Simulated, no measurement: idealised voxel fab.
process module | voxel plated lines
cross-section cut | 200 nm wide | cells 5 nm
A cross-section is a grid of square cells, given in bands from the top down. A band is one or more rows of cells.
Each band's line starts with the height of the band's top and of its bottom, in nm. Then come its materials from left to right, each with its width in nm. One material with "throughout" fills the band from edge to edge. "air" is empty space.
Height 0 is the level under which the wafer as received is all one material. The lowest band goes on downwards, as in "0 down".
A width such as "30 to 40" changes by the same amount from each row of cells to the next, from the band's top row to its bottom row.
"no change" after a step means that no cell of the cross-section changed.
closed voids: empty space of 8 cells or more with no open way to the top, each as width x height at its distance from the left edge, in nm
after a step's settings: what the simulator itself notes on the step
overlay nm, on a step with a mask: how far to the right of its planned place the mask lay; to the left if negative
plan
1 op RECEIVE | material Si
2 op CONFORMAL_DEP | material SiN | thk nm 5
3 op DIRECTIONAL_DEP | material TiN | thk nm 5
4 op PATTERN | tone open | mask id LINES | material resist | width nm 25 | pitch nm 45 | thk nm 35 | overlay nm -15
5 op EPI | material Ru | thk nm 5
6 op EPI | material Ru | thk nm 5
7 op EPI | material Ru | thk nm 10
8 op STRIP | etch materials resist
9 op DIRECTIONAL_ETCH | etch materials TiN | depth nm 5
10 op CONFORMAL_DEP | material SiO2 | thk nm 10
varied across the wafers: overlay nm of step 4. The plan shows the first wafer's value. All wafers start alike
first wafer as received, after step 1
  0 down: Si throughout
  closed voids: none
first wafer at the end, after step 10
  40 to 30: air 15 | SiO2 135 | air 50
  30 to 15: air 15 | SiO2 10 | Ru 25 | SiO2 20 | Ru 25 | SiO2 20 | Ru 25 | SiO2 10 | air 50
  15 to 10: SiO2 25 | Ru 25 | SiO2 20 | Ru 25 | SiO2 20 | Ru 25 | SiO2 60
  10 to 5: SiO2 25 | TiN 25 | SiO2 20 | TiN 25 | SiO2 20 | TiN 25 | SiO2 60
  5 to 0: SiN throughout
  0 down: Si throughout
  closed voids: none
last wafer at the end
  40 to 30: air 45 | SiO2 135 | air 20
  30 to 15: air 45 | SiO2 10 | Ru 25 | SiO2 20 | Ru 25 | SiO2 20 | Ru 25 | SiO2 10 | air 20
  15 to 10: SiO2 55 | Ru 25 | SiO2 20 | Ru 25 | SiO2 20 | Ru 25 | SiO2 30
  10 to 5: SiO2 55 | TiN 25 | SiO2 20 | TiN 25 | SiO2 20 | TiN 25 | SiO2 30
  5 to 0: SiN throughout
  0 down: Si throughout
  closed voids: none
each wafer at the end: cells of each material gained (+) or lost (-) since it was received, then its closed voids
overlay nm -15 | +60 Ru | +40 SiN | +140 SiO2 | +15 TiN | closed voids: none
overlay nm -10 | +60 Ru | +40 SiN | +140 SiO2 | +15 TiN | closed voids: none
overlay nm -5 | +60 Ru | +40 SiN | +140 SiO2 | +15 TiN | closed voids: none
overlay nm 0 | +60 Ru | +40 SiN | +140 SiO2 | +15 TiN | closed voids: none
overlay nm 5 | +60 Ru | +40 SiN | +140 SiO2 | +15 TiN | closed voids: none
overlay nm 10 | +60 Ru | +40 SiN | +140 SiO2 | +15 TiN | closed voids: none
overlay nm 15 | +60 Ru | +40 SiN | +140 SiO2 | +15 TiN | closed voids: none
